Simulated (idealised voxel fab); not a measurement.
The following is a process module called voxel self aligned vias.
Pictured: cross-section cut, 240 nm wide, on a grid of 5 nm square cells.
Cross-sections here: square-cell grids, written as top-down lists of bands, a band being one or more rows of cells. Top, bottom (nm), then materials left to right with widths (nm); lone material tagged "everywhere" fills the whole band edge to edge; "blank" = empty space. Counting heights begins at 0, where everything beneath is, in the wafer as received, one material. The lowest band has no bottom; it goes on downwards, as "top 0, no bottom" shows. A width given as "30..40" starts at the first number in the band's top row and ends at the second number in its bottom row, shifting by an equal amount at every step from row to row. It should be understood that the words "no change occurred", when stated for a given step, signify that the cross-section underwent no change in any of its cells during that step. Reported under the label "Closed void roster" are the empty spaces having no open way to the top and comprising 8 cells or more; the notation for each is width x height at distance, in which the distance is measured from the left edge and all three values are in nm. Formally, on a step line, whatever follows the settings is a remark that the simulator itself makes on the step. Among the settings permitted on a step's line is "overlay nm"; applied to a step with a mask, it specifies the extent to which the mask lay to the right of its planned position, whereas a negative figure signifies a position to the left.

The process steps that were planned are listed below:
step 1: RECEIVE with material Si
step 2: CONFORMAL_DEP with material SiO2, thk nm 15
step 3: CONFORMAL_DEP with material SiCN, thk nm 5
step 4: DIRECTIONAL_DEP with material SiO2, thk nm 25
step 5: MASKED_ETCH with tone open, mask id LINES, width nm 30, pitch nm 55, etch materials SiO2, depth nm 25, overlay nm 0
step 6: CONFORMAL_DEP with material TiN, thk nm 5
step 7: FILL_DEP with material W, thk nm 10
step 8: CMP with height nm 45
step 9: SELECTIVE_ETCH with etch materials W Ru TiN, depth nm 5
step 10: FILL_DEP with material SiN, thk nm 10
step 11: CMP with height nm 45
step 12: DIRECTIONAL_DEP with material SiO2, thk nm 20
step 13: MASKED_ETCH with tone open, mask id VIAS, width nm 40, pitch nm 55, etch materials SiO2, depth nm 20, overlay nm 0
step 14: MASKED_ETCH with tone open, mask id VIAS, width nm 40, pitch nm 55, etch materials SiN, depth nm 5, overlay nm 0
step 15: CONFORMAL_DEP with material TiN, thk nm 5
step 16: FILL_DEP with material W, thk nm 10
step 17: CMP with height nm 65
step 18: CONFORMAL_DEP with material SiCN, thk nm 5

First of two wafers, processed according to plan:

Wafer as received: cross-section following step 1:
  top 0, no bottom = Si everywhere
  Closed void roster: none

Wafer xsec, post step 2:
  top 15, bottom 0 = SiO2 everywhere
  No changes below 0.

Wafer xsec, post step 3:
  top 20, bottom 15 = SiCN everywhere
  No changes below 15.

Wafer xsec, post step 4:
  top 45, bottom 20 = SiO2 everywhere
  No changes below 20.

Wafer xsec, post step 5:
  top 45, bottom 20 = 75 of SiO2, 30 of blank, 25 of SiO2, 30 of blank, 80 of SiO2
  No changes below 20.

Wafer xsec, post step 6:
  top 50, bottom 45 = 80 of TiN, 20 of blank, 35 of TiN, 20 of blank, 85 of TiN
  top 45, bottom 25 = 75 of SiO2, 5 of TiN, 20 of blank, 5 of TiN, 25 of SiO2, 5 of TiN, 20 of blank, 5 of TiN, 80 of SiO2
  top 25, bottom 20 = 75 of SiO2, 30 of TiN, 25 of SiO2, 30 of TiN, 80 of SiO2
  No changes below 20.

Wafer xsec, post step 7:
  top 60, bottom 50 = W everywhere
  top 50, bottom 45 = 80 of TiN, 20 of W, 35 of TiN, 20 of W, 85 of TiN
  top 45, bottom 25 = 75 of SiO2, 5 of TiN, 20 of W, 5 of TiN, 25 of SiO2, 5 of TiN, 20 of W, 5 of TiN, 80 of SiO2
  No changes below 25.

Wafer xsec, post step 8:
  top 45, bottom 25 = 75 of SiO2, 5 of TiN, 20 of W, 5 of TiN, 25 of SiO2, 5 of TiN, 20 of W, 5 of TiN, 80 of SiO2
  No changes below 25.

Wafer xsec, post step 9:
  top 45, bottom 40 = 75 of SiO2, 30 of blank, 25 of SiO2, 30 of blank, 80 of SiO2
  No changes below 40.

Wafer xsec, post step 10:
  top 55, bottom 45 = SiN everywhere
  top 45, bottom 40 = 75 of SiO2, 30 of SiN, 25 of SiO2, 30 of SiN, 80 of SiO2
  No changes below 40.

Wafer xsec, post step 11:
  top 45, bottom 40 = 75 of SiO2, 30 of SiN, 25 of SiO2, 30 of SiN, 80 of SiO2
  No changes below 40.

Wafer xsec, post step 12:
  top 65, bottom 45 = SiO2 everywhere
  No changes below 45.

Wafer xsec, post step 13:
  top 65, bottom 45 = 70 of SiO2, 40 of blank, 15 of SiO2, 40 of blank, 75 of SiO2
  No changes below 45.

Wafer xsec, post step 14:
  top 65, bottom 45 = 70 of SiO2, 40 of blank, 15 of SiO2, 40 of blank, 75 of SiO2
  top 45, bottom 40 = 75 of SiO2, 30 of blank, 25 of SiO2, 30 of blank, 80 of SiO2
  No changes below 40.

Wafer xsec, post step 15:
  top 70, bottom 65 = 75 of TiN, 30 of blank, 25 of TiN, 30 of blank, 80 of TiN
  top 65, bottom 50 = 70 of SiO2, 5 of TiN, 30 of blank, 5 of TiN, 15 of SiO2, 5 of TiN, 30 of blank, 5 of TiN, 75 of SiO2
  top 50, bottom 45 = 70 of SiO2, 10 of TiN, 20 of blank, 10 of TiN, 15 of SiO2, 10 of TiN, 20 of blank, 10 of TiN, 75 of SiO2
  top 45, bottom 40 = 75 of SiO2, 30 of TiN, 25 of SiO2, 30 of TiN, 80 of SiO2
  No changes below 40.

Wafer xsec, post step 16:
  top 80, bottom 70 = W everywhere
  top 70, bottom 65 = 75 of TiN, 30 of W, 25 of TiN, 30 of W, 80 of TiN
  top 65, bottom 50 = 70 of SiO2, 5 of TiN, 30 of W, 5 of TiN, 15 of SiO2, 5 of TiN, 30 of W, 5 of TiN, 75 of SiO2
  top 50, bottom 45 = 70 of SiO2, 10 of TiN, 20 of W, 10 of TiN, 15 of SiO2, 10 of TiN, 20 of W, 10 of TiN, 75 of SiO2
  No changes below 45.

Wafer xsec, post step 17:
  top 65, bottom 50 = 70 of SiO2, 5 of TiN, 30 of W, 5 of TiN, 15 of SiO2, 5 of TiN, 30 of W, 5 of TiN, 75 of SiO2
  No changes below 50.

Wafer xsec, post step 18:
  top 70, bottom 65 = SiCN everywhere
  No changes below 65.

The second wafer: identical to the first at the outset and in its planned sequence, differing only in that one mistake was made during processing; up to and including step 4, its path is the first wafer's path:

Second wafer shown in cross-section at the time step 5 was slated to end:
  top 45, bottom 20 = 80 of SiO2, 25 of blank, 30 of SiO2, 25 of blank, 80 of SiO2
  No changes below 20.

Second wafer shown in cross-section at the time step 6 was slated to end:
  top 50, bottom 45 = 85 of TiN, 15 of blank, 40 of TiN, 15 of blank, 85 of TiN
  top 45, bottom 25 = 80 of SiO2, 5 of TiN, 15 of blank, 5 of TiN, 30 of SiO2, 5 of TiN, 15 of blank, 5 of TiN, 80 of SiO2
  top 25, bottom 20 = 80 of SiO2, 25 of TiN, 30 of SiO2, 25 of TiN, 80 of SiO2
  No changes below 20.

Second wafer shown in cross-section at the time step 7 was slated to end:
  top 60, bottom 50 = W everywhere
  top 50, bottom 45 = 85 of TiN, 15 of W, 40 of TiN, 15 of W, 85 of TiN
  top 45, bottom 25 = 80 of SiO2, 5 of TiN, 15 of W, 5 of TiN, 30 of SiO2, 5 of TiN, 15 of W, 5 of TiN, 80 of SiO2
  No changes below 25.

Second wafer shown in cross-section at the time step 8 was slated to end:
  top 45, bottom 25 = 80 of SiO2, 5 of TiN, 15 of W, 5 of TiN, 30 of SiO2, 5 of TiN, 15 of W, 5 of TiN, 80 of SiO2
  No changes below 25.

Second wafer shown in cross-section at the time step 9 was slated to end:
  top 45, bottom 40 = 80 of SiO2, 25 of blank, 30 of SiO2, 25 of blank, 80 of SiO2
  No changes below 40.

Second wafer shown in cross-section at the time step 10 was slated to end:
  top 55, bottom 45 = SiN everywhere
  top 45, bottom 40 = 80 of SiO2, 25 of SiN, 30 of SiO2, 25 of SiN, 80 of SiO2
  No changes below 40.

Second wafer shown in cross-section at the time step 11 was slated to end:
  top 45, bottom 40 = 80 of SiO2, 25 of SiN, 30 of SiO2, 25 of SiN, 80 of SiO2
  No changes below 40.

Second wafer shown in cross-section at the time step 12 was slated to end:
  top 65, bottom 45 = SiO2 everywhere
  No changes below 45.

Second wafer shown in cross-section at the time step 13 was slated to end:
  top 65, bottom 45 = 70 of SiO2, 40 of blank, 15 of SiO2, 40 of blank, 75 of SiO2
  No changes below 45.

Second wafer shown in cross-section at the time step 14 was slated to end:
  top 65, bottom 45 = 70 of SiO2, 40 of blank, 15 of SiO2, 40 of blank, 75 of SiO2
  top 45, bottom 40 = 80 of SiO2, 25 of blank, 30 of SiO2, 25 of blank, 80 of SiO2
  No changes below 40.

Second wafer shown in cross-section at the time step 15 was slated to end:
  top 70, bottom 65 = 75 of TiN, 30 of blank, 25 of TiN, 30 of blank, 80 of TiN
  top 65, bottom 50 = 70 of SiO2, 5 of TiN, 30 of blank, 5 of TiN, 15 of SiO2, 5 of TiN, 30 of blank, 5 of TiN, 75 of SiO2
  top 50, bottom 45 = 70 of SiO2, 15 of TiN, 15 of blank, 10 of TiN, 15 of SiO2, 15 of TiN, 15 of blank, 10 of TiN, 75 of SiO2
  top 45, bottom 40 = 80 of SiO2, 25 of TiN, 30 of SiO2, 25 of TiN, 80 of SiO2
  No changes below 40.

Second wafer shown in cross-section at the time step 16 was slated to end:
  top 80, bottom 70 = W everywhere
  top 70, bottom 65 = 75 of TiN, 30 of W, 25 of TiN, 30 of W, 80 of TiN
  top 65, bottom 50 = 70 of SiO2, 5 of TiN, 30 of W, 5 of TiN, 15 of SiO2, 5 of TiN, 30 of W, 5 of TiN, 75 of SiO2
  top 50, bottom 45 = 70 of SiO2, 15 of TiN, 15 of W, 10 of TiN, 15 of SiO2, 15 of TiN, 15 of W, 10 of TiN, 75 of SiO2
  No changes below 45.

Second wafer shown in cross-section at the time step 17 was slated to end:
  top 65, bottom 50 = 70 of SiO2, 5 of TiN, 30 of W, 5 of TiN, 15 of SiO2, 5 of TiN, 30 of W, 5 of TiN, 75 of SiO2
  No changes below 50.

Second wafer shown in cross-section at the time step 18 was slated to end:
  top 70, bottom 65 = SiCN everywhere
  No changes below 65.
What was the processing mistake? step 5, actual vs plan mismatch, actual run MASKED_ETCH with tone open, mask id LINES, width nm 25, pitch nm 55, etch materials SiO2, depth nm 25, overlay nm 0
End check, counted in cells, second wafer has more or fewer of these materials than the first: SiO2: 10 more | TiN: 2 fewer | W: 8 fewer
